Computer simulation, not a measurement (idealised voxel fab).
voxel spacer lines: a process module
Cross-sectional view cut (width: 150 nm; square cell size: 5 nm).
Just so we're on the same page, the cross-sections are grids of square cells, and they're listed out in bands top to bottom, each band one or more rows deep.
A band entry consists of two parts. The first gives the height of the band's top and the height of its bottom, in nm. The rest lists the band's materials from left to right, each with its width in nm. A single material labelled with the word "all across" fills the band from edge to edge, and the word "air" marks empty space.
Note: height 0 marks the level under which the wafer is uniformly one material as received. Lowest band unbounded below, written "0 nm and below".
The width entry "30 to 40" should be interpreted row by row: the top row of cells in the band takes the first number, the bottom row takes the second number, and the change between adjacent rows is uniform throughout.
No cell of the cross-section changed in a step that is given as "no alterations made".
The list in "Completely sealed voids" covers empty spaces of 8 cells or more that cannot reach the top through any open way, and it gives each as width x height at distance; the distance is from the left edge, and width, height and distance are in nm.
That trailing text on a step's line, after the settings, is the simulator's own remark on the step.
The optional step-line setting "overlay nm" applies to steps with a mask and quantifies how far to the right of its planned location the mask lay, a negative value indicating leftward placement.

Set out below are the planned steps of the process
1: op RECEIVE | material Si
2: op CONFORMAL_DEP | material Al2O3 | thk nm 5
3: op DIRECTIONAL_DEP | material W | thk nm 10
4: op DIRECTIONAL_DEP | material polySi | thk nm 20
5: op PATTERN | tone cover | mask id MANDREL | material resist | width nm 15 | pitch nm 50 | thk nm 25 | overlay nm 0
6: op DIRECTIONAL_ETCH | etch materials polySi | depth nm 20
7: op STRIP | etch materials resist
8: op CONFORMAL_DEP | material SiN | thk nm 10
9: op DIRECTIONAL_ETCH | etch materials SiN | depth nm 10
10: op STRIP | etch materials polySi
11: op DIRECTIONAL_ETCH | etch materials W | depth nm 10
12: op STRIP | etch materials SiN
13: op FILL_DEP | material SiO2 | thk nm 5
14: op CMP | height nm 15

First out of two wafers; run went to plan

Wafer at receipt (post step 1), cross-section
  0 nm and below | Si all across
  Completely sealed voids: none

Once step 2 is through, the wafer looks like this in cross-section
  5 nm to 0 nm | Al2O3 all across
  Heights below 0 show no change.

Once step 3 is through, the wafer looks like this in cross-section
  15 nm to 5 nm | W all across
  Heights below 5 show no change.

Once step 4 is through, the wafer looks like this in cross-section
  35 nm to 15 nm | polySi all across
  Heights below 15 show no change.

Once step 5 is through, the wafer looks like this in cross-section
  60 nm to 35 nm | air=40, resist=15, air=35, resist=15, air=45
  Heights below 35 show no change.

Once step 6 is through, the wafer looks like this in cross-section
  60 nm to 35 nm | air=40, resist=15, air=35, resist=15, air=45
  35 nm to 15 nm | air=40, polySi=15, air=35, polySi=15, air=45
  Heights below 15 show no change.

Once step 7 is through, the wafer looks like this in cross-section
  35 nm to 15 nm | air=40, polySi=15, air=35, polySi=15, air=45
  Heights below 15 show no change.

Once step 8 is through, the wafer looks like this in cross-section
  45 nm to 35 nm | air=30, SiN=35, air=15, SiN=35, air=35
  35 nm to 25 nm | air=30, SiN=10, polySi=15, SiN=10, air=15, SiN=10, polySi=15, SiN=10, air=35
  25 nm to 15 nm | SiN=40, polySi=15, SiN=35, polySi=15, SiN=45
  Heights below 15 show no change.

Once step 9 is through, the wafer looks like this in cross-section
  35 nm to 15 nm | air=30, SiN=10, polySi=15, SiN=10, air=15, SiN=10, polySi=15, SiN=10, air=35
  Heights below 15 show no change.

Once step 10 is through, the wafer looks like this in cross-section
  35 nm to 15 nm | air=30, SiN=10, air=15, SiN=10, air=15, SiN=10, air=15, SiN=10, air=35
  Heights below 15 show no change.

Once step 11 is through, the wafer looks like this in cross-section
  35 nm to 15 nm | air=30, SiN=10, air=15, SiN=10, air=15, SiN=10, air=15, SiN=10, air=35
  15 nm to 5 nm | air=30, W=10, air=15, W=10, air=15, W=10, air=15, W=10, air=35
  Heights below 5 show no change.

Once step 12 is through, the wafer looks like this in cross-section
  15 nm to 5 nm | air=30, W=10, air=15, W=10, air=15, W=10, air=15, W=10, air=35
  Heights below 5 show no change.

Once step 13 is through, the wafer looks like this in cross-section
  20 nm to 15 nm | SiO2 all across
  15 nm to 5 nm | SiO2=30, W=10, SiO2=15, W=10, SiO2=15, W=10, SiO2=15, W=10, SiO2=35
  Heights below 5 show no change.

Once step 14 is through, the wafer looks like this in cross-section
  15 nm to 5 nm | SiO2=30, W=10, SiO2=15, W=10, SiO2=15, W=10, SiO2=15, W=10, SiO2=35
  Heights below 5 show no change.

Companion wafer, the second of two: same beginning, same intended sequence, one mistake in carrying it out; through step 2 inclusive it tracks the first exactly

Planned end of step 3: second wafer, cross-section
  10 nm to 5 nm | W all across
  Heights below 5 show no change.

Planned end of step 4: second wafer, cross-section
  30 nm to 10 nm | polySi all across
  Heights below 10 show no change.

Planned end of step 5: second wafer, cross-section
  55 nm to 30 nm | air=40, resist=15, air=35, resist=15, air=45
  Heights below 30 show no change.

Planned end of step 6: second wafer, cross-section
  55 nm to 30 nm | air=40, resist=15, air=35, resist=15, air=45
  30 nm to 10 nm | air=40, polySi=15, air=35, polySi=15, air=45
  Heights below 10 show no change.

Planned end of step 7: second wafer, cross-section
  30 nm to 10 nm | air=40, polySi=15, air=35, polySi=15, air=45
  Heights below 10 show no change.

Planned end of step 8: second wafer, cross-section
  40 nm to 30 nm | air=30, SiN=35, air=15, SiN=35, air=35
  30 nm to 20 nm | air=30, SiN=10, polySi=15, SiN=10, air=15, SiN=10, polySi=15, SiN=10, air=35
  20 nm to 10 nm | SiN=40, polySi=15, SiN=35, polySi=15, SiN=45
  Heights below 10 show no change.

Planned end of step 9: second wafer, cross-section
  30 nm to 10 nm | air=30, SiN=10, polySi=15, SiN=10, air=15, SiN=10, polySi=15, SiN=10, air=35
  Heights below 10 show no change.

Planned end of step 10: second wafer, cross-section
  30 nm to 10 nm | air=30, SiN=10, air=15, SiN=10, air=15, SiN=10, air=15, SiN=10, air=35
  Heights below 10 show no change.

Planned end of step 11: second wafer, cross-section
  30 nm to 10 nm | air=30, SiN=10, air=15, SiN=10, air=15, SiN=10, air=15, SiN=10, air=35
  10 nm to 5 nm | air=30, W=10, air=15, W=10, air=15, W=10, air=15, W=10, air=35
  Heights below 5 show no change.

Planned end of step 12: second wafer, cross-section
  10 nm to 5 nm | air=30, W=10, air=15, W=10, air=15, W=10, air=15, W=10, air=35
  Heights below 5 show no change.

Planned end of step 13: second wafer, cross-section
  15 nm to 10 nm | SiO2 all across
  10 nm to 5 nm | SiO2=30, W=10, SiO2=15, W=10, SiO2=15, W=10, SiO2=15, W=10, SiO2=35
  Heights below 5 show no change.

Planned end of step 14: second wafer, cross-section: no alterations made
Where did the run depart from the plan? step 3 changed vs plan, executed as op DIRECTIONAL_DEP | material W | thk nm 5
Final wafer comparison in cells, second versus first, more or fewer per material: SiO2: 8 more | W: 8 fewer
